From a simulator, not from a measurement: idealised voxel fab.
A process module follows: voxel air gaps.
The cross-section shown here is cut; it is 250 nm wide and divided into square cells measuring 5 nm on a side.
Think of the cross-section as a grid of square cells. We describe it in bands, top to bottom, and each band covers one or more rows of those cells.
Each band's line starts with the height of the band's top and of its bottom, in nm. Then come its materials from left to right, each with its width in nm. One material with "throughout" fills the band from edge to edge. "empty" is empty space.
For the purposes of this specification, 0 denotes the height below which the wafer in its as-received condition is composed wholly of one material, and the lowermost band, lacking a lower limit, extends downward without end, as expressed in "0 down".
A width given as "30->40" starts at the first number in the band's top row and ends at the second number in its bottom row, shifting by an equal amount at every step from row to row.
"identical to before", as given for a step, is the statement that not any cell of the cross-section underwent a change during that step.
Look at "Closed void listing" for the closed voids: empty spaces with no open path to the top, sized 8 cells or up. Each is width x height at distance, distance from the left edge, all nm.
If you see something after the settings on a step's line, that's the simulator's own remark about that step.
"overlay nm" answers the question of how far to the right of plan the mask lay on a step that has a mask, and when it is negative the answer is to the left.
# The steps planned for the process are as follows
1 RECEIVE: material Si
2 CONFORMAL_DEP: material SiO2, thk nm 15
3 CONFORMAL_DEP: material SiN, thk nm 5
4 DIRECTIONAL_DEP: material SiO2, thk nm 40
5 PATTERN: tone open, mask id LINES, material resist, width nm 25, pitch nm 55, thk nm 15, overlay nm 0
6 DIRECTIONAL_ETCH: etch materials SiO2, depth nm 40
7 STRIP: etch materials resist
8 CONFORMAL_DEP: material TiN, thk nm 5
9 FILL_DEP: material W, thk nm 5
10 CMP: height nm 60
11 EPI: material Ru, thk nm 10
12 SELECTIVE_ETCH: etch materials SiO2, depth nm 50
13 CONFORMAL_DEP: material SiN, thk nm 5
# Cross-section of the incoming wafer, state after step 1
* 0 down  Si throughout
* Closed void listing: none
# Wafer at module end, in section. Began as above, planned as above, run with one mistake
* 70 to 60  empty=45; Ru=45; empty=10; Ru=45; empty=10; Ru=45; empty=50
* 60 to 25  empty=55; TiN=5; W=15; TiN=5; empty=30; TiN=5; W=15; TiN=5; empty=30; TiN=5; W=15; TiN=5; empty=60
* 25 to 20  empty=55; TiN=25; empty=30; TiN=25; empty=30; TiN=25; empty=60
* 20 to 15  SiN throughout
* 15 to 0  SiO2 throughout
* 0 down  Si throughout
* Closed void listing: none
It is concluded that the wafer was processed incorrectly with respect to the plan, in that step 13 of the plan was excluded from execution and never run
